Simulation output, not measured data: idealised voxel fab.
process module | voxel fin reveal
FYI the section here is cut, 280 nm wide, cells are 5 nm squares.
A cross-section is written here as square cells arranged in a grid, and it is given in bands from the top down, each band taking up one or more rows of cells.
The entry gives the band's vertical extent as a top height and a bottom height in nm, then its horizontal make-up as materials from left to right, each with a width in nm. "air" stands for empty space; a single material marked "all across" fills the band edge to edge.
Heads up on the height convention: 0 is the point under which the incoming wafer is all one material, and the lowest band has no bottom, it just keeps going down, like "from 0 down".
Think of "30->40" as a width that walks from the first number to the second as you go down the band, top row to bottom row, taking equal-sized steps from row to row.
The cross-section has no changed cell in any step marked "remains unaltered".
Under "Enclosed internal voids" you'll find the enclosed gaps, the ones with no way out to the top, that are 8 cells or bigger; each reads width x height at distance, with distance counted from the left edge, everything in nm.
Note: text after step settings on the step line = simulator remark on that step.
overlay nm: right-of-plan distance of the mask on a masked step; negative values mean left-of-plan.
Process steps foreseen in the plan:
1,RECEIVE: material Si
2,CONFORMAL_DEP: material SiN, thk nm 5
3,PATTERN: tone cover, mask id FINS, material resist, width nm 15, pitch nm 40, thk nm 20, overlay nm 0
4,DIRECTIONAL_ETCH: etch materials SiN, depth nm 5
5,DIRECTIONAL_ETCH: etch materials Si, depth nm 40
6,STRIP: etch materials resist
7,OXIDIZE: depth nm 5
8,FILL_DEP: material SiO2, thk nm 15
9,CMP: height nm 5
10,SELECTIVE_ETCH: etch materials SiO2, depth nm 35
11,STRIP: etch materials SiN
The wafers in this document start out alike and differ in the width nm applied at step 3; the plan shows the value used for the first wafer.
Here's the first of the wafers in cross-section, just as we got it, i.e. after step 1:
  from 0 down | Si all across
  Enclosed internal voids: none
So in this table every wafer gets its own row, and what you see is where it stands at the end of the module: for each material, how many cells it picked up (+) or gave up (-) since we received it, and after that its closed voids:
width nm 15, -468 Si, +156 SiO2, Enclosed internal voids: none
width nm 20, -432 Si, +144 SiO2, Enclosed internal voids: none
width nm 25, -396 Si, +132 SiO2, Enclosed internal voids: none
